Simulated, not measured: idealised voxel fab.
Herein follows the process module entitled voxel released beams.
Section cut is 195 nm wide and gridded with 5 nm square cells.
Notation: cross-section as square-cell grid; stated in bands, top first, going down; one or more cell rows per band. Look at the band entry: it leads with the top's height and the bottom's height in nm. Then it lists the materials left to right, with a width in nm for each. The word "throughout" on a single material says that material fills the band edge to edge. The word "blank" is empty space. Beneath 0, the wafer as received is one material, and that level is where height counting begins. The lowest band goes on downward without a bottom; it is written like "0 nm and below". Top row gets the first number, bottom row gets the second, and each row in between changes by the same step: that is how a band width like "30 to 40" works. Basically "same as before" means that step didn't change any cell in the cross-section. Look at "Listed closed voids" for the closed voids: empty spaces with no open path to the top, sized 8 cells or up. Each is width x height at distance, distance from the left edge, all nm. The remark found on a step's line after its settings is issued by the simulator itself and pertains to that step. overlay nm: mask offset rightward from planned place, masked step; negative means leftward offset.

### Set out below are the planned steps of the process
1. RECEIVE,material Si
2. CONFORMAL_DEP,material Al2O3,thk nm 10
3. DIRECTIONAL_DEP,material SiO2,thk nm 15
4. DIRECTIONAL_DEP,material aC,thk nm 10
5. PATTERN,tone open,mask id ANCHOR,material resist,width nm 40,thk nm 30,overlay nm 0
6. DIRECTIONAL_ETCH,etch materials aC,depth nm 10
7. STRIP,etch materials resist
8. DIRECTIONAL_ETCH,etch materials SiO2,depth nm 15
9. STRIP,etch materials aC
10. CONFORMAL_DEP,material SiN,thk nm 15
11. MASKED_ETCH,tone cover,mask id BEAM,width nm 85,etch materials SiN,depth nm 15,overlay nm 0
12. STRIP,etch materials SiO2

### Incoming wafer in cross-section (state: after step 1)
    0 nm and below | Si throughout
    Listed closed voids: none

### First of two wafers at the end of the module, shown in cross-section; run carried out as planned
    40 nm to 25 nm | blank 50 nm | SiN 20 nm | blank 10 nm | SiN 55 nm | blank 60 nm
    25 nm to 10 nm | blank 55 nm | SiN 40 nm | blank 100 nm
    10 nm to 0 nm | Al2O3 throughout
    0 nm and below | Si throughout
    Listed closed voids: none

### Cross-section, second wafer: same start as the first, same plan as the first, one mistake in running it; taken at the end of the module
    40 nm to 25 nm | blank 45 nm | SiN 25 nm | blank 10 nm | SiN 60 nm | blank 55 nm
    25 nm to 10 nm | blank 55 nm | SiN 40 nm | blank 100 nm
    10 nm to 0 nm | Al2O3 throughout
    0 nm and below | Si throughout
    Listed closed voids: none
Diagnosis: step 11, actual vs plan mismatch, actual run MASKED_ETCH,tone cover,mask id BEAM,width nm 95,etch materials SiN,depth nm 15,overlay nm 0
Final tally in cells, some materials are higher or lower on the second wafer than on the first: +6 SiN
